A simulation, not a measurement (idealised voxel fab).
Documented hereafter: the process module known as voxel double patterning.
290 nm wide, 5 nm square cells: that's cross-section cut.
Think of the cross-section as a grid of square cells. We describe it in bands, top to bottom, and each band covers one or more rows of those cells.
The entry gives the band's vertical extent as a top height and a bottom height in nm, then its horizontal make-up as materials from left to right, each with a width in nm. "air" stands for empty space; a single material marked "throughout" fills the band edge to edge.
The reference from which all heights are counted is 0, the level beneath which the as-received wafer is entirely one material; the lowest band, having no lower bound, proceeds downward and is written after the example "0..down".
When a width is written as two numbers, as in "30 to 40", the first number is the width in the top row of cells of the band and the second is the width in its bottom row, and the width changes by the same amount from each row to the next.
Basically "nothing altered" means that step didn't change any cell in the cross-section.
Listed in "Sealed internal cavities": every empty space of 8 or more cells without an open way to the top. Form: width x height at distance, the distance being from the left edge, all in nm.
What comes after the settings on a step's line is commentary from the simulator itself on that step.
Regarding "overlay nm": on a step with a mask, it is the distance the mask lay to the right of its planned place; a negative value places it to the left.
# Process steps foreseen in the plan
| 1 | RECEIVE [material Si] |
| 2 | CONFORMAL_DEP [material SiO2] [thk nm 5] |
| 3 | DIRECTIONAL_DEP [material TiN] [thk nm 10] |
| 4 | DIRECTIONAL_DEP [material SiCN] [thk nm 5] |
| 5 | MASKED_ETCH [tone open] [mask id FIRST] [width nm 15] [pitch nm 50] [etch materials SiCN] [depth nm 5] [overlay nm 0] |
| 6 | MASKED_ETCH [tone open] [mask id SECOND] [width nm 15] [pitch nm 50] [etch materials SiCN] [depth nm 5] [overlay nm 0] |
| 7 | DIRECTIONAL_ETCH [etch materials TiN] [depth nm 10] |
| 8 | STRIP [etch materials SiCN] |
# Cross-section of the wafer upon arrival, representing the state reached after step 1
- 0..down = Si throughout
- Sealed internal cavities: none
# First of two wafers, end-of-module section, run followed plan
- 15..5 = 85 nm TiN, then 15 nm air, then 10 nm TiN, then 15 nm air, then 10 nm TiN, then 15 nm air, then 10 nm TiN, then 15 nm air, then 10 nm TiN, then 15 nm air, then 90 nm TiN
- 5..0 = SiO2 throughout
- 0..down = Si throughout
- Sealed internal cavities: none
# This cross-section belongs to the second wafer of two at the end of the module; the start and the plan were shared with the first, and the run included one mistake
- 15..10 = SiO2 throughout
- 10..0 = TiN throughout
- 0..down = Si throughout
- Sealed internal cavities: none
Where did the run depart from the plan? plan steps 2 and 3 run swapped
Per the end-of-run cell counts, the second wafer holds more or fewer of some materials than the first: +30 TiN
